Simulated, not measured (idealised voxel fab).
voxel double patterning: a process module
Square cell edge 5 nm, section width 280 nm, ID cut.
Each cross-section below is a grid of square cells, stated as bands in top-down order, with one or more rows of cells making up each band.
What a band's entry tells you: where the top is and where the bottom is, as heights in nm, and after that what lies inside, material by material from left to right, each with its width in nm. Empty space is written as the word "air", and a single material marked with the word "everywhere" occupies the band from edge to edge.
The reference from which all heights are counted is 0, the level beneath which the as-received wafer is entirely one material; the lowest band, having no lower bound, proceeds downward and is written after the example "0 nm and below".
A width such as "30 to 40" changes by the same amount from each row of cells to the next, from the band's top row to its bottom row.
Step note "nothing got changed" = no cross-section cell changed.
This entry, "Enclosed internal voids", enumerates those empty regions of no fewer than 8 cells that possess no open connection to the top. Each region is reported in the form width x height at distance, the distance being taken from the left edge, with all three quantities expressed in nm.
Note: text after step settings on the step line = simulator remark on that step.
A step line may carry the setting "overlay nm", which, for steps involving a mask, states the distance by which the mask lay to the right of its intended position; negative values denote displacement to the left.

## Intended process steps
| 1 | RECEIVE [material Si] |
| 2 | CONFORMAL_DEP [material SiO2] [thk nm 5] |
| 3 | DIRECTIONAL_DEP [material W] [thk nm 10] |
| 4 | DIRECTIONAL_DEP [material SiN] [thk nm 10] |
| 5 | MASKED_ETCH [tone open] [mask id FIRST] [width nm 15] [pitch nm 50] [etch materials SiN] [depth nm 10] [overlay nm 0] |
| 6 | PATTERN [tone open] [mask id SECOND] [material resist] [width nm 15] [pitch nm 50] [thk nm 15] [overlay nm 0] |
| 7 | DIRECTIONAL_ETCH [etch materials SiN] [depth nm 10] |
| 8 | STRIP [etch materials resist] |
| 9 | DIRECTIONAL_ETCH [etch materials W] [depth nm 10] |
| 10 | STRIP [etch materials SiN] |

## Run as planned: first of two wafers

## Wafer at receipt (post step 1), cross-section
* 0 nm and below | Si everywhere
* Enclosed internal voids: none

## Cross-section through the wafer, step 2 finished
* 5 nm to 0 nm | SiO2 everywhere
* Anything lower than 0 is untouched.

## Cross-section through the wafer, step 3 finished
* 15 nm to 5 nm | W everywhere
* Anything lower than 5 is untouched.

## Cross-section through the wafer, step 4 finished
* 25 nm to 15 nm | SiN everywhere
* Anything lower than 15 is untouched.

## Cross-section through the wafer, step 5 finished
* 25 nm to 15 nm | SiN (80) | air (15) | SiN (35) | air (15) | SiN (35) | air (15) | SiN (85)
* Anything lower than 15 is untouched.

## Cross-section through the wafer, step 6 finished
* 40 nm to 25 nm | resist (105) | air (15) | resist (35) | air (15) | resist (110)
* 25 nm to 15 nm | SiN (80) | resist (15) | SiN (35) | resist (15) | SiN (35) | resist (15) | SiN (85)
* Anything lower than 15 is untouched.

## Cross-section through the wafer, step 7 finished
* 40 nm to 25 nm | resist (105) | air (15) | resist (35) | air (15) | resist (110)
* 25 nm to 15 nm | SiN (80) | resist (15) | SiN (10) | air (15) | SiN (10) | resist (15) | SiN (10) | air (15) | SiN (10) | resist (15) | SiN (85)
* Anything lower than 15 is untouched.

## Cross-section through the wafer, step 8 finished
* 25 nm to 15 nm | SiN (80) | air (15) | SiN (10) | air (15) | SiN (10) | air (15) | SiN (10) | air (15) | SiN (10) | air (15) | SiN (85)
* Anything lower than 15 is untouched.

## Cross-section through the wafer, step 9 finished
* 25 nm to 15 nm | SiN (80) | air (15) | SiN (10) | air (15) | SiN (10) | air (15) | SiN (10) | air (15) | SiN (10) | air (15) | SiN (85)
* 15 nm to 5 nm | W (80) | air (15) | W (10) | air (15) | W (10) | air (15) | W (10) | air (15) | W (10) | air (15) | W (85)
* Anything lower than 5 is untouched.

## Cross-section through the wafer, step 10 finished
* 15 nm to 5 nm | W (80) | air (15) | W (10) | air (15) | W (10) | air (15) | W (10) | air (15) | W (10) | air (15) | W (85)
* Anything lower than 5 is untouched.

## Second wafer - shared start and plan with the first - one error in running - same as the first up to step 5 inclusive

## X-section, second wafer, when step 6 was due to finish
* 40 nm to 25 nm | resist (115) | air (15) | resist (35) | air (15) | resist (100)
* 25 nm to 15 nm | SiN (80) | resist (15) | SiN (35) | resist (15) | SiN (35) | resist (15) | SiN (85)
* Anything lower than 15 is untouched.

## X-section, second wafer, when step 7 was due to finish
* 40 nm to 25 nm | resist (115) | air (15) | resist (35) | air (15) | resist (100)
* 25 nm to 15 nm | SiN (80) | resist (15) | SiN (20) | air (15) | resist (15) | SiN (20) | air (15) | resist (15) | SiN (85)
* Anything lower than 15 is untouched.

## X-section, second wafer, when step 8 was due to finish
* 25 nm to 15 nm | SiN (80) | air (15) | SiN (20) | air (30) | SiN (20) | air (30) | SiN (85)
* Anything lower than 15 is untouched.

## X-section, second wafer, when step 9 was due to finish
* 25 nm to 15 nm | SiN (80) | air (15) | SiN (20) | air (30) | SiN (20) | air (30) | SiN (85)
* 15 nm to 5 nm | W (80) | air (15) | W (20) | air (30) | W (20) | air (30) | W (85)
* Anything lower than 5 is untouched.

## X-section, second wafer, when step 10 was due to finish
* 15 nm to 5 nm | W (80) | air (15) | W (20) | air (30) | W (20) | air (30) | W (85)
* Anything lower than 5 is untouched.
The mistake made against the process plan was this: for step 6, the planned setting was not used; the step was instead run as PATTERN [tone open] [mask id SECOND] [material resist] [width nm 15] [pitch nm 50] [thk nm 15] [overlay nm 10]
In the final comparison it is observed that the number of cells assigned to each material is identical for the two wafers, whereas their placement is not.
